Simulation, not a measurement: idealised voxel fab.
Proc. module: voxel transistor to metal
275 nm wide, 5 nm square cells: that's cross-section cut.
Square cells in a grid make up a cross-section in this document, and the grid is given as bands, listed from the top down, each one or more rows of cells. Top, bottom (nm), then materials left to right with widths (nm); lone material tagged "full width" fills the whole band edge to edge; "empty" = empty space. Zero point of the height axis is 0; under it, received wafer = one material. Lowest band: continues down indefinitely, "0..down". Width "30..40": first value at the band's top row of cells, second value at its bottom row, equal change from row to row. The cross-section has no changed cell in any step marked "no modifications". In "Fully closed voids" the enclosed voids are listed, meaning empty spaces of 8 cells or larger without any opening to the top. The form is width x height at distance, distance from the left edge, units nm. Read whatever lies past the settings on a step's line as the simulator's own remark about the step. "overlay nm" denotes, for a step that has a mask, the displacement of the mask to the right of its planned place, with negative values corresponding to the left.

# This section lists the process steps that were planned
1,op RECEIVE | material Si
2,op CONFORMAL_DEP | material SiO2 | thk nm 5
3,op CONFORMAL_DEP | material SiN | thk nm 15
4,op MASKED_ETCH | tone cover | mask id ACTIVE | width nm 105 | pitch nm 130 | etch materials SiN | depth nm 15 | overlay nm 0
5,op MASKED_ETCH | tone cover | mask id ACTIVE | width nm 105 | pitch nm 130 | etch materials SiO2 | depth nm 5 | overlay nm 0
6,op MASKED_ETCH | tone cover | mask id ACTIVE | width nm 105 | pitch nm 130 | etch materials Si | depth nm 25 | overlay nm 0
7,op FILL_DEP | material SiO2 | thk nm 5
8,op CMP | height nm 20
9,op SELECTIVE_ETCH | etch materials SiO2 | depth nm 10
10,op STRIP | etch materials SiN
11,op SELECTIVE_ETCH | etch materials SiO2 | depth nm 5
12,op OXIDIZE | depth nm 5
13,op DIRECTIONAL_DEP | material polySi | thk nm 25
14,op DIRECTIONAL_DEP | material SiCN | thk nm 10
15,op PATTERN | tone cover | mask id GATE | material resist | width nm 25 | pitch nm 130 | thk nm 20 | overlay nm 0
16,op DIRECTIONAL_ETCH | etch materials SiCN | depth nm 20
17,op DIRECTIONAL_ETCH | etch materials polySi | depth nm 35
18,op STRIP | etch materials resist
19,op CONFORMAL_DEP | material SiN | thk nm 5
20,op DIRECTIONAL_ETCH | etch materials SiN | depth nm 5
21,op DIRECTIONAL_ETCH | etch materials SiO2 | depth nm 5
22,op DIRECTIONAL_ETCH | etch materials Si | depth nm 5
23,op EPI | material nSi | thk nm 10
24,op FILL_DEP | material SiO2 | thk nm 10
25,op CMP | height nm 25
26,op STRIP | etch materials polySi
27,op SELECTIVE_ETCH | etch materials SiO2 | depth nm 5
28,op CONFORMAL_DEP | material HfO2 | thk nm 5
29,op CONFORMAL_DEP | material TiN | thk nm 5
30,op FILL_DEP | material W | thk nm 5
31,op CMP | height nm 20
32,op DIRECTIONAL_DEP | material SiO2 | thk nm 10
33,op PATTERN | tone open | mask id CONTACT | material resist | width nm 15 | thk nm 15 | overlay nm 0
34,op DIRECTIONAL_ETCH | etch materials SiO2 | depth nm 30
35,op STRIP | etch materials resist
36,op CONFORMAL_DEP | material TiN | thk nm 5
37,op FILL_DEP | material W | thk nm 5
38,op CMP | height nm 30
39,op CONFORMAL_DEP | material SiCN | thk nm 5
40,op DIRECTIONAL_DEP | material SiO2 | thk nm 15
41,op DIRECTIONAL_DEP | material aC | thk nm 15
42,op PATTERN | tone open | mask id METAL_1 | material resist | width nm 15 | thk nm 35 | overlay nm 0
43,op DIRECTIONAL_ETCH | etch materials aC | depth nm 15
44,op STRIP | etch materials resist
45,op DIRECTIONAL_ETCH | etch materials SiO2 | depth nm 15
46,op DIRECTIONAL_ETCH | etch materials SiCN | depth nm 5
47,op STRIP | etch materials aC
48,op CONFORMAL_DEP | material TiN | thk nm 5
49,op FILL_DEP | material W | thk nm 5
50,op CMP | height nm 50
51,op EPI | material Ru | thk nm 5
52,op FILL_DEP | material SiCN | thk nm 5

# Incoming wafer in cross-section (state: after step 1)
* 0..down = Si full width
* Fully closed voids: none

# End-of-module cross-section of the first of two wafers, processed as planned
* 60..55 = SiCN full width
* 55..50 = SiCN 25 nm; Ru 25 nm; SiCN 45 nm; Ru 25 nm; SiCN 35 nm; Ru 25 nm; SiCN 45 nm; Ru 25 nm; SiCN 25 nm
* 50..35 = SiO2 30 nm; TiN 5 nm; W 5 nm; TiN 5 nm; SiO2 55 nm; TiN 5 nm; W 5 nm; TiN 5 nm; SiO2 45 nm; TiN 5 nm; W 5 nm; TiN 5 nm; SiO2 55 nm; TiN 5 nm; W 5 nm; TiN 5 nm; SiO2 30 nm
* 35..30 = SiCN 30 nm; TiN 15 nm; SiCN 55 nm; TiN 15 nm; SiCN 45 nm; TiN 15 nm; SiCN 55 nm; TiN 15 nm; SiCN 30 nm
* 30..20 = SiO2 30 nm; TiN 5 nm; W 5 nm; TiN 5 nm; SiO2 55 nm; TiN 5 nm; W 5 nm; TiN 5 nm; SiO2 45 nm; TiN 5 nm; W 5 nm; TiN 5 nm; SiO2 55 nm; TiN 5 nm; W 5 nm; TiN 5 nm; SiO2 30 nm
* 20..5 = SiO2 30 nm; TiN 5 nm; W 5 nm; TiN 5 nm; SiO2 10 nm; SiN 5 nm; HfO2 5 nm; TiN 5 nm; W 5 nm; TiN 5 nm; HfO2 5 nm; SiN 5 nm; SiO2 10 nm; TiN 5 nm; W 5 nm; TiN 5 nm; SiO2 45 nm; TiN 5 nm; W 5 nm; TiN 5 nm; SiO2 10 nm; SiN 5 nm; HfO2 5 nm; TiN 5 nm; W 5 nm; TiN 5 nm; HfO2 5 nm; SiN 5 nm; SiO2 10 nm; TiN 5 nm; W 5 nm; TiN 5 nm; SiO2 30 nm
* 5..0 = SiO2 15 nm; SiN 5 nm; SiO2 10 nm; TiN 15 nm; nSi 10 nm; SiN 5 nm; HfO2 5 nm; TiN 15 nm; HfO2 5 nm; SiN 5 nm; nSi 10 nm; TiN 15 nm; SiO2 10 nm; SiN 5 nm; SiO2 15 nm; SiN 5 nm; SiO2 10 nm; TiN 15 nm; nSi 10 nm; SiN 5 nm; HfO2 5 nm; TiN 15 nm; HfO2 5 nm; SiN 5 nm; nSi 10 nm; TiN 15 nm; SiO2 10 nm; SiN 5 nm; SiO2 15 nm
* 0..-5 = SiO2 20 nm; nSi 35 nm; HfO2 35 nm; nSi 35 nm; SiO2 25 nm; nSi 35 nm; HfO2 35 nm; nSi 35 nm; SiO2 20 nm
* -5..-10 = SiO2 20 nm; nSi 35 nm; Si 35 nm; nSi 35 nm; SiO2 25 nm; nSi 35 nm; Si 35 nm; nSi 35 nm; SiO2 20 nm
* -10..-25 = SiO2 20 nm; Si 105 nm; SiO2 25 nm; Si 105 nm; SiO2 20 nm
* -25..down = Si full width
* Fully closed voids: none

# Here is the second of the two wafers cut open at the end of the module - same start, same plan as the first one, but we made one mistake running it
* 60..55 = SiCN full width
* 55..50 = SiCN 25 nm; Ru 25 nm; SiCN 45 nm; Ru 25 nm; SiCN 35 nm; Ru 25 nm; SiCN 45 nm; Ru 25 nm; SiCN 25 nm
* 50..35 = SiO2 30 nm; TiN 5 nm; W 5 nm; TiN 5 nm; SiO2 55 nm; TiN 5 nm; W 5 nm; TiN 5 nm; SiO2 45 nm; TiN 5 nm; W 5 nm; TiN 5 nm; SiO2 55 nm; TiN 5 nm; W 5 nm; TiN 5 nm; SiO2 30 nm
* 35..30 = SiCN 30 nm; TiN 15 nm; SiCN 55 nm; TiN 15 nm; SiCN 45 nm; TiN 15 nm; SiCN 55 nm; TiN 15 nm; SiCN 30 nm
* 30..20 = SiO2 30 nm; TiN 5 nm; W 5 nm; TiN 5 nm; SiO2 55 nm; TiN 5 nm; W 5 nm; TiN 5 nm; SiO2 45 nm; TiN 5 nm; W 5 nm; TiN 5 nm; SiO2 55 nm; TiN 5 nm; W 5 nm; TiN 5 nm; SiO2 30 nm
* 20..5 = SiO2 30 nm; TiN 5 nm; W 5 nm; TiN 5 nm; SiO2 10 nm; SiN 5 nm; HfO2 5 nm; TiN 5 nm; W 5 nm; TiN 5 nm; HfO2 5 nm; SiN 5 nm; SiO2 10 nm; TiN 5 nm; W 5 nm; TiN 5 nm; SiO2 45 nm; TiN 5 nm; W 5 nm; TiN 5 nm; SiO2 10 nm; SiN 5 nm; HfO2 5 nm; TiN 5 nm; W 5 nm; TiN 5 nm; HfO2 5 nm; SiN 5 nm; SiO2 10 nm; TiN 5 nm; W 5 nm; TiN 5 nm; SiO2 30 nm
* 5..0 = SiO2 15 nm; SiN 5 nm; SiO2 10 nm; TiN 15 nm; nSi 10 nm; SiN 5 nm; HfO2 5 nm; TiN 15 nm; HfO2 5 nm; SiN 5 nm; nSi 10 nm; TiN 15 nm; SiO2 10 nm; SiN 5 nm; SiO2 15 nm; SiN 5 nm; SiO2 10 nm; TiN 15 nm; nSi 10 nm; SiN 5 nm; HfO2 5 nm; TiN 15 nm; HfO2 5 nm; SiN 5 nm; nSi 10 nm; TiN 15 nm; SiO2 10 nm; SiN 5 nm; SiO2 15 nm
* 0..-5 = SiO2 20 nm; nSi 35 nm; HfO2 35 nm; nSi 35 nm; SiO2 25 nm; nSi 35 nm; HfO2 35 nm; nSi 35 nm; SiO2 20 nm
* -5..-10 = SiO2 20 nm; nSi 35 nm; Si 35 nm; nSi 35 nm; SiO2 25 nm; nSi 35 nm; Si 35 nm; nSi 35 nm; SiO2 20 nm
* -10..-50 = SiO2 20 nm; Si 105 nm; SiO2 25 nm; Si 105 nm; SiO2 20 nm
* -50..down = Si full width
* Fully closed voids: none
Error vs. plan: step 6, plan: ran twice
End of process, cell counts, second wafer against first, materials with more or fewer: -65 Si; +65 SiO2
